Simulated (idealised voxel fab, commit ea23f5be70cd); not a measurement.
Process module name: voxel fin reveal
For reference, the cross-section in this document is cut, with width 230 nm and square cells of 5 nm.
Cross-section layout: square cells on a grid; listed as bands, top to bottom; a band spans one or more cell rows. A band entry consists of two parts. The first gives the height of the band's top and the height of its bottom, in nm. The rest lists the band's materials from left to right, each with its width in nm. A single material labelled with the word "full width" fills the band from edge to edge, and the word "air" marks empty space. Heads up on the height convention: 0 is the point under which the incoming wafer is all one material, and the lowest band has no bottom, it just keeps going down, like "top 0, no bottom". Note: "30->40" means the width goes from the first number (top row of the band) to the second number (bottom row) in equal steps per row of cells. It should be understood that the words "same as before", when stated for a given step, signify that the cross-section underwent no change in any of its cells during that step. "Enclosed void catalog": sealed empty spaces, 8 cells or more, no open way to top, listed width x height at distance, with distance from the left edge and width, height and distance in nm. Past the settings on a step's line: simulator remark, on that step. The optional step-line setting "overlay nm" applies to steps with a mask and quantifies how far to the right of its planned location the mask lay, a negative value indicating leftward placement.
SO HERE'S THE LINEUP OF PROCESS STEPS WE PLANNED
1. RECEIVE | material Si
2. CONFORMAL_DEP | material SiN | thk nm 5
3. DIRECTIONAL_DEP | material aC | thk nm 10
4. PATTERN | tone cover | mask id FINS | material resist | width nm 15 | pitch nm 40 | thk nm 25 | overlay nm 0
5. DIRECTIONAL_ETCH | etch materials aC | depth nm 10
6. STRIP | etch materials resist
7. DIRECTIONAL_ETCH | etch materials SiN | depth nm 5
8. DIRECTIONAL_ETCH | etch materials Si | depth nm 30
9. STRIP | etch materials aC
10. OXIDIZE | depth nm 5
11. FILL_DEP | material SiO2 | thk nm 10
12. CMP | height nm 5
13. SELECTIVE_ETCH | etch materials SiO2 | depth nm 15
14. STRIP | etch materials SiN
15. CONFORMAL_DEP | material HfO2 | thk nm 5
STEP 1 COMPLETE: CROSS-SECTION OF THE WAFER AS RECEIVED
* top 0, no bottom  Si full width
* Enclosed void catalog: none
FINAL CROSS-SECTION, MODULE RUN WITH ONE MISTAKE (START AND PLAN AS ABOVE)
* top 0, bottom -10  90 nm air; 5 nm Si; 35 nm air; 5 nm Si; 95 nm air
* top -10, bottom -35  90 nm SiO2; 5 nm Si; 35 nm SiO2; 5 nm Si; 95 nm SiO2
* top -35, no bottom  Si full width
* Enclosed void catalog: none
Finding, execution versus plan: step 15 of the plan was jumped over and never run
